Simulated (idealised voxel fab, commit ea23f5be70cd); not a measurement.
process module | voxel ribs on slabs
The figure presents cross-section cut, which has a width of 240 nm and is divided into square cells with an edge length of 5 nm.
Cross-section format: a grid of square cells, given as bands from top to bottom; each band is one or more rows of cells. Top height, bottom height, nm. Materials left to right, width each, nm. Single material + "full width" = fills band edge to edge. "blank" = empty. The level at which height equals 0 is the one under which the wafer, as it arrives, is entirely one material. No lower edge exists for the bottom band, which continues downward and is notated as in "0 -> down". Per-row width for "30 to 40": begins at first number (top row of band), ends at second number (bottom row), increment between rows held constant. "nothing got changed", as given for a step, is the statement that not any cell of the cross-section underwent a change during that step. "Sealed-off cavities" - sealed voids, min. 8 cells, no opening to top; format: width x height at distance (distance from left edge; nm throughout). It should be noted that, on the line of a given step, the content following the step's settings is a remark produced by the simulator itself with respect to that step. "overlay nm", when on a step's line for a step with a mask, measures how far to the right of its planned place the mask lay; a negative measure means to the left.
BELOW IS THE LIST OF PLANNED PROCESS STEPS
| 1 | RECEIVE, material Si |
| 2 | DIRECTIONAL_DEP, material SiO2, thk nm 30 |
| 3 | DIRECTIONAL_DEP, material SiN, thk nm 20 |
| 4 | MASKED_ETCH, tone cover, mask id RIB, width nm 25, etch materials SiN, depth nm 5, overlay nm 0 |
| 5 | PATTERN, tone cover, mask id SLAB, material resist, width nm 65, thk nm 20, overlay nm 0 |
| 6 | DIRECTIONAL_ETCH, etch materials SiN, depth nm 15 |
| 7 | STRIP, etch materials resist |
| 8 | FILL_DEP, material SiO2, thk nm 15 |
| 9 | CMP, height nm 60 |
| 10 | DIRECTIONAL_DEP, material TiN, thk nm 5 |
| 11 | DIRECTIONAL_DEP, material aC, thk nm 10 |
| 12 | PATTERN, tone cover, mask id HEATER, material resist, width nm 35, thk nm 25, overlay nm 0 |
| 13 | DIRECTIONAL_ETCH, etch materials aC, depth nm 5 |
| 14 | STRIP, etch materials resist |
| 15 | DIRECTIONAL_ETCH, etch materials TiN, depth nm 5 |
| 16 | STRIP, etch materials aC |
| 17 | CONFORMAL_DEP, material SiO2, thk nm 10 |
The wafers are alike at the start. At step 13, their depth nm differs. The plan lists the first wafer's value.
CROSS-SECTIONAL VIEW OF THE FIRST OF SEVERAL WAFERS IN THE AS-RECEIVED CONDITION, CORRESPONDING TO THE STATE FOLLOWING STEP 1
    0 -> down | Si full width
    Sealed-off cavities: none
WAFER ROWS; END OF MODULE; CELLS PER MATERIAL SINCE RECEIPT: (+) GAINED, (-) LOST; THEN CLOSED VOIDS
depth nm 5; +44 SiN; +628 SiO2; +48 TiN; Sealed-off cavities: none
depth nm 10; +44 SiN; +632 SiO2; +7 TiN; Sealed-off cavities: none
depth nm 15; +44 SiN; +632 SiO2; +7 TiN; Sealed-off cavities: none
depth nm 20; +44 SiN; +632 SiO2; +7 TiN; Sealed-off cavities: none
depth nm 25; +44 SiN; +632 SiO2; +7 TiN; Sealed-off cavities: none
